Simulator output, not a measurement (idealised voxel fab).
process module | voxel wiring stack
cross-section cut | 300 nm wide | cells 5 nm
A cross-section is a grid of square cells, given in bands from the top down. A band is one or more rows of cells.
Each band's line starts with the height of the band's top and of its bottom, in nm. Then come its materials from left to right, each with its width in nm. One material with "throughout" fills the band from edge to edge. "air" is empty space.
Height 0 is the level under which the wafer as received is all one material. The lowest band goes on downwards, as in "0 down".
A width such as "30 to 40" changes by the same amount from each row of cells to the next, from the band's top row to its bottom row.
"no change" after a step means that no cell of the cross-section changed.
closed voids: empty space of 8 cells or more with no open way to the top, each as width x height at its distance from the left edge, in nm
after a step's settings: what the simulator itself notes on the step
overlay nm, on a step with a mask: how far to the right of its planned place the mask lay; to the left if negative
plan
1 op RECEIVE | material Si
2 op CONFORMAL_DEP | material SiO2 | thk nm 15
3 op CONFORMAL_DEP | material SiN | thk nm 5
4 op DIRECTIONAL_DEP | material SiO2 | thk nm 15
5 op DIRECTIONAL_DEP | material aC | thk nm 10
6 op PATTERN | tone open | mask id METAL_1 | material resist | width nm 30 | pitch nm 55 | thk nm 25 | overlay nm 0
7 op DIRECTIONAL_ETCH | etch materials aC | depth nm 10
8 op STRIP | etch materials resist
9 op DIRECTIONAL_ETCH | etch materials SiO2 | depth nm 15
10 op DIRECTIONAL_ETCH | etch materials SiN | depth nm 5
11 op STRIP | etch materials aC
12 op CONFORMAL_DEP | material TiN | thk nm 5
13 op FILL_DEP | material Ru | thk nm 10
14 op CMP | height nm 35
15 op CONFORMAL_DEP | material SiCN | thk nm 5
16 op DIRECTIONAL_DEP | material lowk | thk nm 30
17 op PATTERN | tone open | mask id METAL_2 | material resist | width nm 30 | pitch nm 55 | thk nm 20 | overlay nm 0
18 op DIRECTIONAL_ETCH | etch materials lowk | depth nm 20
19 op STRIP | etch materials resist
20 op MASKED_ETCH | tone open | mask id METAL_2_HOLES | width nm 15 | pitch nm 55 | etch materials lowk | depth nm 10 | overlay nm 0
21 op MASKED_ETCH | tone open | mask id METAL_2_HOLES | width nm 15 | pitch nm 55 | etch materials SiCN | depth nm 5 | overlay nm 0
22 op CONFORMAL_DEP | material TiN | thk nm 5
23 op FILL_DEP | material Cu | thk nm 10
24 op CMP | height nm 70
25 op CONFORMAL_DEP | material SiCN | thk nm 5
26 op DIRECTIONAL_DEP | material SiO2 | thk nm 30
27 op MASKED_ETCH | tone open | mask id METAL_3_HOLES | width nm 15 | pitch nm 55 | etch materials SiO2 | depth nm 30 | overlay nm 0
28 op MASKED_ETCH | tone open | mask id METAL_3 | width nm 30 | pitch nm 55 | etch materials SiO2 | depth nm 20 | overlay nm 0
29 op MASKED_ETCH | tone open | mask id METAL_3 | width nm 30 | pitch nm 55 | etch materials SiCN | depth nm 5 | overlay nm 0
30 op CONFORMAL_DEP | material TiN | thk nm 5
31 op FILL_DEP | material Cu | thk nm 5
32 op CMP | height nm 105
33 op CONFORMAL_DEP | material SiCN | thk nm 5
34 op DIRECTIONAL_DEP | material lowk | thk nm 30
35 op MASKED_ETCH | tone open | mask id METAL_4_HOLES | width nm 15 | pitch nm 55 | etch materials lowk | depth nm 30 | overlay nm 0
36 op DIRECTIONAL_DEP | material aC | thk nm 10
37 op PATTERN | tone open | mask id METAL_4 | material resist | width nm 30 | pitch nm 55 | thk nm 30 | overlay nm 0
38 op DIRECTIONAL_ETCH | etch materials aC | depth nm 10
39 op STRIP | etch materials resist
40 op DIRECTIONAL_ETCH | etch materials lowk | depth nm 20
41 op DIRECTIONAL_ETCH | etch materials SiCN | depth nm 5
42 op STRIP | etch materials aC
43 op CONFORMAL_DEP | material TiN | thk nm 5
44 op FILL_DEP | material Cu | thk nm 5
45 op CMP | height nm 140
46 op CONFORMAL_DEP | material SiN | thk nm 5
first wafer, as planned
as received, after step 1
  0 down: Si throughout
  closed voids: none
after step 2
  15 to 0: SiO2 throughout
  below 0: unchanged
after step 3
  20 to 15: SiN throughout
  below 15: unchanged
after step 4
  35 to 20: SiO2 throughout
  below 20: unchanged
after step 5
  45 to 35: aC throughout
  below 35: unchanged
after step 6
  70 to 45: resist 80 | air 30 | resist 25 | air 30 | resist 25 | air 30 | resist 80
  below 45: unchanged
after step 7
  60 to 45: resist 80 | air 30 | resist 25 | air 30 | resist 25 | air 30 | resist 80
  45 to 35: aC 80 | air 30 | aC 25 | air 30 | aC 25 | air 30 | aC 80
  below 35: unchanged
after step 8
  45 to 35: aC 80 | air 30 | aC 25 | air 30 | aC 25 | air 30 | aC 80
  below 35: unchanged
after step 9
  45 to 35: aC 80 | air 30 | aC 25 | air 30 | aC 25 | air 30 | aC 80
  35 to 20: SiO2 80 | air 30 | SiO2 25 | air 30 | SiO2 25 | air 30 | SiO2 80
  below 20: unchanged
after step 10
  45 to 35: aC 80 | air 30 | aC 25 | air 30 | aC 25 | air 30 | aC 80
  35 to 20: SiO2 80 | air 30 | SiO2 25 | air 30 | SiO2 25 | air 30 | SiO2 80
  20 to 15: SiN 80 | air 30 | SiN 25 | air 30 | SiN 25 | air 30 | SiN 80
  below 15: unchanged
after step 11
  35 to 20: SiO2 80 | air 30 | SiO2 25 | air 30 | SiO2 25 | air 30 | SiO2 80
  below 20: unchanged
after step 12
  40 to 35: TiN 85 | air 20 | TiN 35 | air 20 | TiN 35 | air 20 | TiN 85
  35 to 20: SiO2 80 | TiN 5 | air 20 | TiN 5 | SiO2 25 | TiN 5 | air 20 | TiN 5 | SiO2 25 | TiN 5 | air 20 | TiN 5 | SiO2 80
  20 to 15: SiN 80 | TiN 30 | SiN 25 | TiN 30 | SiN 25 | TiN 30 | SiN 80
  below 15: unchanged
after step 13
  50 to 40: Ru throughout
  40 to 35: TiN 85 | Ru 20 | TiN 35 | Ru 20 | TiN 35 | Ru 20 | TiN 85
  35 to 20: SiO2 80 | TiN 5 | Ru 20 | TiN 5 | SiO2 25 | TiN 5 | Ru 20 | TiN 5 | SiO2 25 | TiN 5 | Ru 20 | TiN 5 | SiO2 80
  below 20: unchanged
after step 14
  35 to 20: SiO2 80 | TiN 5 | Ru 20 | TiN 5 | SiO2 25 | TiN 5 | Ru 20 | TiN 5 | SiO2 25 | TiN 5 | Ru 20 | TiN 5 | SiO2 80
  below 20: unchanged
after step 15
  40 to 35: SiCN throughout
  below 35: unchanged
after step 16
  70 to 40: lowk throughout
  below 40: unchanged
after step 17
  90 to 70: resist 80 | air 30 | resist 25 | air 30 | resist 25 | air 30 | resist 80
  below 70: unchanged
after step 18
  90 to 70: resist 80 | air 30 | resist 25 | air 30 | resist 25 | air 30 | resist 80
  70 to 50: lowk 80 | air 30 | lowk 25 | air 30 | lowk 25 | air 30 | lowk 80
  below 50: unchanged
after step 19
  70 to 50: lowk 80 | air 30 | lowk 25 | air 30 | lowk 25 | air 30 | lowk 80
  below 50: unchanged
after step 20
  70 to 50: lowk 80 | air 30 | lowk 25 | air 30 | lowk 25 | air 30 | lowk 80
  50 to 40: lowk 80 | air 15 | lowk 40 | air 15 | lowk 40 | air 15 | lowk 95
  below 40: unchanged
after step 21
  70 to 50: lowk 80 | air 30 | lowk 25 | air 30 | lowk 25 | air 30 | lowk 80
  50 to 40: lowk 80 | air 15 | lowk 40 | air 15 | lowk 40 | air 15 | lowk 95
  40 to 35: SiCN 80 | air 15 | SiCN 40 | air 15 | SiCN 40 | air 15 | SiCN 95
  below 35: unchanged
after step 22
  75 to 70: TiN 85 | air 20 | TiN 35 | air 20 | TiN 35 | air 20 | TiN 85
  70 to 55: lowk 80 | TiN 5 | air 20 | TiN 5 | lowk 25 | TiN 5 | air 20 | TiN 5 | lowk 25 | TiN 5 | air 20 | TiN 5 | lowk 80
  55 to 50: lowk 80 | TiN 5 | air 5 | TiN 20 | lowk 25 | TiN 5 | air 5 | TiN 20 | lowk 25 | TiN 5 | air 5 | TiN 20 | lowk 80
  50 to 40: lowk 80 | TiN 5 | air 5 | TiN 5 | lowk 40 | TiN 5 | air 5 | TiN 5 | lowk 40 | TiN 5 | air 5 | TiN 5 | lowk 95
  40 to 35: SiCN 80 | TiN 15 | SiCN 40 | TiN 15 | SiCN 40 | TiN 15 | SiCN 95
  below 35: unchanged
after step 23
  85 to 75: Cu throughout
  75 to 70: TiN 85 | Cu 20 | TiN 35 | Cu 20 | TiN 35 | Cu 20 | TiN 85
  70 to 55: lowk 80 | TiN 5 | Cu 20 | TiN 5 | lowk 25 | TiN 5 | Cu 20 | TiN 5 | lowk 25 | TiN 5 | Cu 20 | TiN 5 | lowk 80
  55 to 50: lowk 80 | TiN 5 | Cu 5 | TiN 20 | lowk 25 | TiN 5 | Cu 5 | TiN 20 | lowk 25 | TiN 5 | Cu 5 | TiN 20 | lowk 80
  50 to 40: lowk 80 | TiN 5 | Cu 5 | TiN 5 | lowk 40 | TiN 5 | Cu 5 | TiN 5 | lowk 40 | TiN 5 | Cu 5 | TiN 5 | lowk 95
  below 40: unchanged
after step 24
  70 to 55: lowk 80 | TiN 5 | Cu 20 | TiN 5 | lowk 25 | TiN 5 | Cu 20 | TiN 5 | lowk 25 | TiN 5 | Cu 20 | TiN 5 | lowk 80
  below 55: unchanged
after step 25
  75 to 70: SiCN throughout
  below 70: unchanged
after step 26
  105 to 75: SiO2 throughout
  below 75: unchanged
after step 27
  105 to 75: SiO2 80 | air 15 | SiO2 40 | air 15 | SiO2 40 | air 15 | SiO2 95
  below 75: unchanged
after step 28
  105 to 85: SiO2 80 | air 30 | SiO2 25 | air 30 | SiO2 25 | air 30 | SiO2 80
  below 85: unchanged
after step 29
  105 to 85: SiO2 80 | air 30 | SiO2 25 | air 30 | SiO2 25 | air 30 | SiO2 80
  85 to 75: SiO2 80 | air 15 | SiO2 40 | air 15 | SiO2 40 | air 15 | SiO2 95
  75 to 70: SiCN 80 | air 15 | SiCN 40 | air 15 | SiCN 40 | air 15 | SiCN 95
  below 70: unchanged
after step 30
  110 to 105: TiN 85 | air 20 | TiN 35 | air 20 | TiN 35 | air 20 | TiN 85
  105 to 90: SiO2 80 | TiN 5 | air 20 | TiN 5 | SiO2 25 | TiN 5 | air 20 | TiN 5 | SiO2 25 | TiN 5 | air 20 | TiN 5 | SiO2 80
  90 to 85: SiO2 80 | TiN 5 | air 5 | TiN 20 | SiO2 25 | TiN 5 | air 5 | TiN 20 | SiO2 25 | TiN 5 | air 5 | TiN 20 | SiO2 80
  85 to 75: SiO2 80 | TiN 5 | air 5 | TiN 5 | SiO2 40 | TiN 5 | air 5 | TiN 5 | SiO2 40 | TiN 5 | air 5 | TiN 5 | SiO2 95
  75 to 70: SiCN 80 | TiN 15 | SiCN 40 | TiN 15 | SiCN 40 | TiN 15 | SiCN 95
  below 70: unchanged
after step 31
  115 to 110: Cu throughout
  110 to 105: TiN 85 | Cu 20 | TiN 35 | Cu 20 | TiN 35 | Cu 20 | TiN 85
  105 to 90: SiO2 80 | TiN 5 | Cu 20 | TiN 5 | SiO2 25 | TiN 5 | Cu 20 | TiN 5 | SiO2 25 | TiN 5 | Cu 20 | TiN 5 | SiO2 80
  90 to 85: SiO2 80 | TiN 5 | Cu 5 | TiN 20 | SiO2 25 | TiN 5 | Cu 5 | TiN 20 | SiO2 25 | TiN 5 | Cu 5 | TiN 20 | SiO2 80
  85 to 75: SiO2 80 | TiN 5 | Cu 5 | TiN 5 | SiO2 40 | TiN 5 | Cu 5 | TiN 5 | SiO2 40 | TiN 5 | Cu 5 | TiN 5 | SiO2 95
  below 75: unchanged
after step 32
  105 to 90: SiO2 80 | TiN 5 | Cu 20 | TiN 5 | SiO2 25 | TiN 5 | Cu 20 | TiN 5 | SiO2 25 | TiN 5 | Cu 20 | TiN 5 | SiO2 80
  below 90: unchanged
after step 33
  110 to 105: SiCN throughout
  below 105: unchanged
after step 34
  140 to 110: lowk throughout
  below 110: unchanged
after step 35
  140 to 110: lowk 80 | air 15 | lowk 40 | air 15 | lowk 40 | air 15 | lowk 95
  below 110: unchanged
after step 36
  150 to 140: aC 80 | air 15 | aC 40 | air 15 | aC 40 | air 15 | aC 95
  140 to 120: lowk 80 | air 15 | lowk 40 | air 15 | lowk 40 | air 15 | lowk 95
  120 to 110: lowk 80 | aC 15 | lowk 40 | aC 15 | lowk 40 | aC 15 | lowk 95
  below 110: unchanged
after step 37
  180 to 150: resist 80 | air 30 | resist 25 | air 30 | resist 25 | air 30 | resist 80
  below 150: unchanged
after step 38
  170 to 150: resist 80 | air 30 | resist 25 | air 30 | resist 25 | air 30 | resist 80
  150 to 140: aC 80 | air 30 | aC 25 | air 30 | aC 25 | air 30 | aC 80
  140 to 110: lowk 80 | air 15 | lowk 40 | air 15 | lowk 40 | air 15 | lowk 95
  below 110: unchanged
after step 39
  150 to 140: aC 80 | air 30 | aC 25 | air 30 | aC 25 | air 30 | aC 80
  below 140: unchanged
after step 40
  150 to 140: aC 80 | air 30 | aC 25 | air 30 | aC 25 | air 30 | aC 80
  140 to 120: lowk 80 | air 30 | lowk 25 | air 30 | lowk 25 | air 30 | lowk 80
  below 120: unchanged
after step 41
  150 to 140: aC 80 | air 30 | aC 25 | air 30 | aC 25 | air 30 | aC 80
  140 to 120: lowk 80 | air 30 | lowk 25 | air 30 | lowk 25 | air 30 | lowk 80
  120 to 110: lowk 80 | air 15 | lowk 40 | air 15 | lowk 40 | air 15 | lowk 95
  110 to 105: SiCN 80 | air 15 | SiCN 40 | air 15 | SiCN 40 | air 15 | SiCN 95
  below 105: unchanged
after step 42
  140 to 120: lowk 80 | air 30 | lowk 25 | air 30 | lowk 25 | air 30 | lowk 80
  below 120: unchanged
after step 43
  145 to 140: TiN 85 | air 20 | TiN 35 | air 20 | TiN 35 | air 20 | TiN 85
  140 to 125: lowk 80 | TiN 5 | air 20 | TiN 5 | lowk 25 | TiN 5 | air 20 | TiN 5 | lowk 25 | TiN 5 | air 20 | TiN 5 | lowk 80
  125 to 120: lowk 80 | TiN 5 | air 5 | TiN 20 | lowk 25 | TiN 5 | air 5 | TiN 20 | lowk 25 | TiN 5 | air 5 | TiN 20 | lowk 80
  120 to 110: lowk 80 | TiN 5 | air 5 | TiN 5 | lowk 40 | TiN 5 | air 5 | TiN 5 | lowk 40 | TiN 5 | air 5 | TiN 5 | lowk 95
  110 to 105: SiCN 80 | TiN 15 | SiCN 40 | TiN 15 | SiCN 40 | TiN 15 | SiCN 95
  below 105: unchanged
after step 44
  150 to 145: Cu throughout
  145 to 140: TiN 85 | Cu 20 | TiN 35 | Cu 20 | TiN 35 | Cu 20 | TiN 85
  140 to 125: lowk 80 | TiN 5 | Cu 20 | TiN 5 | lowk 25 | TiN 5 | Cu 20 | TiN 5 | lowk 25 | TiN 5 | Cu 20 | TiN 5 | lowk 80
  125 to 120: lowk 80 | TiN 5 | Cu 5 | TiN 20 | lowk 25 | TiN 5 | Cu 5 | TiN 20 | lowk 25 | TiN 5 | Cu 5 | TiN 20 | lowk 80
  120 to 110: lowk 80 | TiN 5 | Cu 5 | TiN 5 | lowk 40 | TiN 5 | Cu 5 | TiN 5 | lowk 40 | TiN 5 | Cu 5 | TiN 5 | lowk 95
  below 110: unchanged
after step 45
  140 to 125: lowk 80 | TiN 5 | Cu 20 | TiN 5 | lowk 25 | TiN 5 | Cu 20 | TiN 5 | lowk 25 | TiN 5 | Cu 20 | TiN 5 | lowk 80
  below 125: unchanged
after step 46
  145 to 140: SiN throughout
  below 140: unchanged
second wafer: like start, like plan, one mistake. Through step 1 it matches the first wafer
when step 2 should have ended
  5 to 0: SiN throughout
  below 0: unchanged
when step 3 should have ended
  20 to 5: SiO2 throughout
  below 5: unchanged
when step 4 should have ended
  35 to 5: SiO2 throughout
  below 5: unchanged
when step 5 should have ended
  45 to 35: aC throughout
  below 35: unchanged
when step 6 should have ended
  70 to 45: resist 80 | air 30 | resist 25 | air 30 | resist 25 | air 30 | resist 80
  below 45: unchanged
when step 7 should have ended
  60 to 45: resist 80 | air 30 | resist 25 | air 30 | resist 25 | air 30 | resist 80
  45 to 35: aC 80 | air 30 | aC 25 | air 30 | aC 25 | air 30 | aC 80
  below 35: unchanged
when step 8 should have ended
  45 to 35: aC 80 | air 30 | aC 25 | air 30 | aC 25 | air 30 | aC 80
  below 35: unchanged
when step 9 should have ended
  45 to 35: aC 80 | air 30 | aC 25 | air 30 | aC 25 | air 30 | aC 80
  35 to 20: SiO2 80 | air 30 | SiO2 25 | air 30 | SiO2 25 | air 30 | SiO2 80
  below 20: unchanged
when step 10 should have ended: no change
when step 11 should have ended
  35 to 20: SiO2 80 | air 30 | SiO2 25 | air 30 | SiO2 25 | air 30 | SiO2 80
  below 20: unchanged
when step 12 should have ended
  40 to 35: TiN 85 | air 20 | TiN 35 | air 20 | TiN 35 | air 20 | TiN 85
  35 to 25: SiO2 80 | TiN 5 | air 20 | TiN 5 | SiO2 25 | TiN 5 | air 20 | TiN 5 | SiO2 25 | TiN 5 | air 20 | TiN 5 | SiO2 80
  25 to 20: SiO2 80 | TiN 30 | SiO2 25 | TiN 30 | SiO2 25 | TiN 30 | SiO2 80
  below 20: unchanged
when step 13 should have ended
  50 to 40: Ru throughout
  40 to 35: TiN 85 | Ru 20 | TiN 35 | Ru 20 | TiN 35 | Ru 20 | TiN 85
  35 to 25: SiO2 80 | TiN 5 | Ru 20 | TiN 5 | SiO2 25 | TiN 5 | Ru 20 | TiN 5 | SiO2 25 | TiN 5 | Ru 20 | TiN 5 | SiO2 80
  below 25: unchanged
when step 14 should have ended
  35 to 25: SiO2 80 | TiN 5 | Ru 20 | TiN 5 | SiO2 25 | TiN 5 | Ru 20 | TiN 5 | SiO2 25 | TiN 5 | Ru 20 | TiN 5 | SiO2 80
  below 25: unchanged
when step 15 should have ended
  40 to 35: SiCN throughout
  below 35: unchanged
when step 16 should have ended
  70 to 40: lowk throughout
  below 40: unchanged
when step 17 should have ended
  90 to 70: resist 80 | air 30 | resist 25 | air 30 | resist 25 | air 30 | resist 80
  below 70: unchanged
when step 18 should have ended
  90 to 70: resist 80 | air 30 | resist 25 | air 30 | resist 25 | air 30 | resist 80
  70 to 50: lowk 80 | air 30 | lowk 25 | air 30 | lowk 25 | air 30 | lowk 80
  below 50: unchanged
when step 19 should have ended
  70 to 50: lowk 80 | air 30 | lowk 25 | air 30 | lowk 25 | air 30 | lowk 80
  below 50: unchanged
when step 20 should have ended
  70 to 50: lowk 80 | air 30 | lowk 25 | air 30 | lowk 25 | air 30 | lowk 80
  50 to 40: lowk 80 | air 15 | lowk 40 | air 15 | lowk 40 | air 15 | lowk 95
  below 40: unchanged
when step 21 should have ended
  70 to 50: lowk 80 | air 30 | lowk 25 | air 30 | lowk 25 | air 30 | lowk 80
  50 to 40: lowk 80 | air 15 | lowk 40 | air 15 | lowk 40 | air 15 | lowk 95
  40 to 35: SiCN 80 | air 15 | SiCN 40 | air 15 | SiCN 40 | air 15 | SiCN 95
  below 35: unchanged
when step 22 should have ended
  75 to 70: TiN 85 | air 20 | TiN 35 | air 20 | TiN 35 | air 20 | TiN 85
  70 to 55: lowk 80 | TiN 5 | air 20 | TiN 5 | lowk 25 | TiN 5 | air 20 | TiN 5 | lowk 25 | TiN 5 | air 20 | TiN 5 | lowk 80
  55 to 50: lowk 80 | TiN 5 | air 5 | TiN 20 | lowk 25 | TiN 5 | air 5 | TiN 20 | lowk 25 | TiN 5 | air 5 | TiN 20 | lowk 80
  50 to 40: lowk 80 | TiN 5 | air 5 | TiN 5 | lowk 40 | TiN 5 | air 5 | TiN 5 | lowk 40 | TiN 5 | air 5 | TiN 5 | lowk 95
  40 to 35: SiCN 80 | TiN 15 | SiCN 40 | TiN 15 | SiCN 40 | TiN 15 | SiCN 95
  below 35: unchanged
when step 23 should have ended
  85 to 75: Cu throughout
  75 to 70: TiN 85 | Cu 20 | TiN 35 | Cu 20 | TiN 35 | Cu 20 | TiN 85
  70 to 55: lowk 80 | TiN 5 | Cu 20 | TiN 5 | lowk 25 | TiN 5 | Cu 20 | TiN 5 | lowk 25 | TiN 5 | Cu 20 | TiN 5 | lowk 80
  55 to 50: lowk 80 | TiN 5 | Cu 5 | TiN 20 | lowk 25 | TiN 5 | Cu 5 | TiN 20 | lowk 25 | TiN 5 | Cu 5 | TiN 20 | lowk 80
  50 to 40: lowk 80 | TiN 5 | Cu 5 | TiN 5 | lowk 40 | TiN 5 | Cu 5 | TiN 5 | lowk 40 | TiN 5 | Cu 5 | TiN 5 | lowk 95
  below 40: unchanged
when step 24 should have ended
  70 to 55: lowk 80 | TiN 5 | Cu 20 | TiN 5 | lowk 25 | TiN 5 | Cu 20 | TiN 5 | lowk 25 | TiN 5 | Cu 20 | TiN 5 | lowk 80
  below 55: unchanged
when step 25 should have ended
  75 to 70: SiCN throughout
  below 70: unchanged
when step 26 should have ended
  105 to 75: SiO2 throughout
  below 75: unchanged
when step 27 should have ended
  105 to 75: SiO2 80 | air 15 | SiO2 40 | air 15 | SiO2 40 | air 15 | SiO2 95
  below 75: unchanged
when step 28 should have ended
  105 to 85: SiO2 80 | air 30 | SiO2 25 | air 30 | SiO2 25 | air 30 | SiO2 80
  below 85: unchanged
when step 29 should have ended
  105 to 85: SiO2 80 | air 30 | SiO2 25 | air 30 | SiO2 25 | air 30 | SiO2 80
  85 to 75: SiO2 80 | air 15 | SiO2 40 | air 15 | SiO2 40 | air 15 | SiO2 95
  75 to 70: SiCN 80 | air 15 | SiCN 40 | air 15 | SiCN 40 | air 15 | SiCN 95
  below 70: unchanged
when step 30 should have ended
  110 to 105: TiN 85 | air 20 | TiN 35 | air 20 | TiN 35 | air 20 | TiN 85
  105 to 90: SiO2 80 | TiN 5 | air 20 | TiN 5 | SiO2 25 | TiN 5 | air 20 | TiN 5 | SiO2 25 | TiN 5 | air 20 | TiN 5 | SiO2 80
  90 to 85: SiO2 80 | TiN 5 | air 5 | TiN 20 | SiO2 25 | TiN 5 | air 5 | TiN 20 | SiO2 25 | TiN 5 | air 5 | TiN 20 | SiO2 80
  85 to 75: SiO2 80 | TiN 5 | air 5 | TiN 5 | SiO2 40 | TiN 5 | air 5 | TiN 5 | SiO2 40 | TiN 5 | air 5 | TiN 5 | SiO2 95
  75 to 70: SiCN 80 | TiN 15 | SiCN 40 | TiN 15 | SiCN 40 | TiN 15 | SiCN 95
  below 70: unchanged
when step 31 should have ended
  115 to 110: Cu throughout
  110 to 105: TiN 85 | Cu 20 | TiN 35 | Cu 20 | TiN 35 | Cu 20 | TiN 85
  105 to 90: SiO2 80 | TiN 5 | Cu 20 | TiN 5 | SiO2 25 | TiN 5 | Cu 20 | TiN 5 | SiO2 25 | TiN 5 | Cu 20 | TiN 5 | SiO2 80
  90 to 85: SiO2 80 | TiN 5 | Cu 5 | TiN 20 | SiO2 25 | TiN 5 | Cu 5 | TiN 20 | SiO2 25 | TiN 5 | Cu 5 | TiN 20 | SiO2 80
  85 to 75: SiO2 80 | TiN 5 | Cu 5 | TiN 5 | SiO2 40 | TiN 5 | Cu 5 | TiN 5 | SiO2 40 | TiN 5 | Cu 5 | TiN 5 | SiO2 95
  below 75: unchanged
when step 32 should have ended
  105 to 90: SiO2 80 | TiN 5 | Cu 20 | TiN 5 | SiO2 25 | TiN 5 | Cu 20 | TiN 5 | SiO2 25 | TiN 5 | Cu 20 | TiN 5 | SiO2 80
  below 90: unchanged
when step 33 should have ended
  110 to 105: SiCN throughout
  below 105: unchanged
when step 34 should have ended
  140 to 110: lowk throughout
  below 110: unchanged
when step 35 should have ended
  140 to 110: lowk 80 | air 15 | lowk 40 | air 15 | lowk 40 | air 15 | lowk 95
  below 110: unchanged
when step 36 should have ended
  150 to 140: aC 80 | air 15 | aC 40 | air 15 | aC 40 | air 15 | aC 95
  140 to 120: lowk 80 | air 15 | lowk 40 | air 15 | lowk 40 | air 15 | lowk 95
  120 to 110: lowk 80 | aC 15 | lowk 40 | aC 15 | lowk 40 | aC 15 | lowk 95
  below 110: unchanged
when step 37 should have ended
  180 to 150: resist 80 | air 30 | resist 25 | air 30 | resist 25 | air 30 | resist 80
  below 150: unchanged
when step 38 should have ended
  170 to 150: resist 80 | air 30 | resist 25 | air 30 | resist 25 | air 30 | resist 80
  150 to 140: aC 80 | air 30 | aC 25 | air 30 | aC 25 | air 30 | aC 80
  140 to 110: lowk 80 | air 15 | lowk 40 | air 15 | lowk 40 | air 15 | lowk 95
  below 110: unchanged
when step 39 should have ended
  150 to 140: aC 80 | air 30 | aC 25 | air 30 | aC 25 | air 30 | aC 80
  below 140: unchanged
when step 40 should have ended
  150 to 140: aC 80 | air 30 | aC 25 | air 30 | aC 25 | air 30 | aC 80
  140 to 120: lowk 80 | air 30 | lowk 25 | air 30 | lowk 25 | air 30 | lowk 80
  below 120: unchanged
when step 41 should have ended
  150 to 140: aC 80 | air 30 | aC 25 | air 30 | aC 25 | air 30 | aC 80
  140 to 120: lowk 80 | air 30 | lowk 25 | air 30 | lowk 25 | air 30 | lowk 80
  120 to 110: lowk 80 | air 15 | lowk 40 | air 15 | lowk 40 | air 15 | lowk 95
  110 to 105: SiCN 80 | air 15 | SiCN 40 | air 15 | SiCN 40 | air 15 | SiCN 95
  below 105: unchanged
when step 42 should have ended
  140 to 120: lowk 80 | air 30 | lowk 25 | air 30 | lowk 25 | air 30 | lowk 80
  below 120: unchanged
when step 43 should have ended
  145 to 140: TiN 85 | air 20 | TiN 35 | air 20 | TiN 35 | air 20 | TiN 85
  140 to 125: lowk 80 | TiN 5 | air 20 | TiN 5 | lowk 25 | TiN 5 | air 20 | TiN 5 | lowk 25 | TiN 5 | air 20 | TiN 5 | lowk 80
  125 to 120: lowk 80 | TiN 5 | air 5 | TiN 20 | lowk 25 | TiN 5 | air 5 | TiN 20 | lowk 25 | TiN 5 | air 5 | TiN 20 | lowk 80
  120 to 110: lowk 80 | TiN 5 | air 5 | TiN 5 | lowk 40 | TiN 5 | air 5 | TiN 5 | lowk 40 | TiN 5 | air 5 | TiN 5 | lowk 95
  110 to 105: SiCN 80 | TiN 15 | SiCN 40 | TiN 15 | SiCN 40 | TiN 15 | SiCN 95
  below 105: unchanged
when step 44 should have ended
  150 to 145: Cu throughout
  145 to 140: TiN 85 | Cu 20 | TiN 35 | Cu 20 | TiN 35 | Cu 20 | TiN 85
  140 to 125: lowk 80 | TiN 5 | Cu 20 | TiN 5 | lowk 25 | TiN 5 | Cu 20 | TiN 5 | lowk 25 | TiN 5 | Cu 20 | TiN 5 | lowk 80
  125 to 120: lowk 80 | TiN 5 | Cu 5 | TiN 20 | lowk 25 | TiN 5 | Cu 5 | TiN 20 | lowk 25 | TiN 5 | Cu 5 | TiN 20 | lowk 80
  120 to 110: lowk 80 | TiN 5 | Cu 5 | TiN 5 | lowk 40 | TiN 5 | Cu 5 | TiN 5 | lowk 40 | TiN 5 | Cu 5 | TiN 5 | lowk 95
  below 110: unchanged
when step 45 should have ended
  140 to 125: lowk 80 | TiN 5 | Cu 20 | TiN 5 | lowk 25 | TiN 5 | Cu 20 | TiN 5 | lowk 25 | TiN 5 | Cu 20 | TiN 5 | lowk 80
  below 125: unchanged
when step 46 should have ended
  145 to 140: SiN throughout
  below 140: unchanged
what went wrong: steps 2 and 3 were swapped
at the end the second wafer has, in cells: 12 fewer of Ru | 18 more of SiN | 6 fewer of TiN
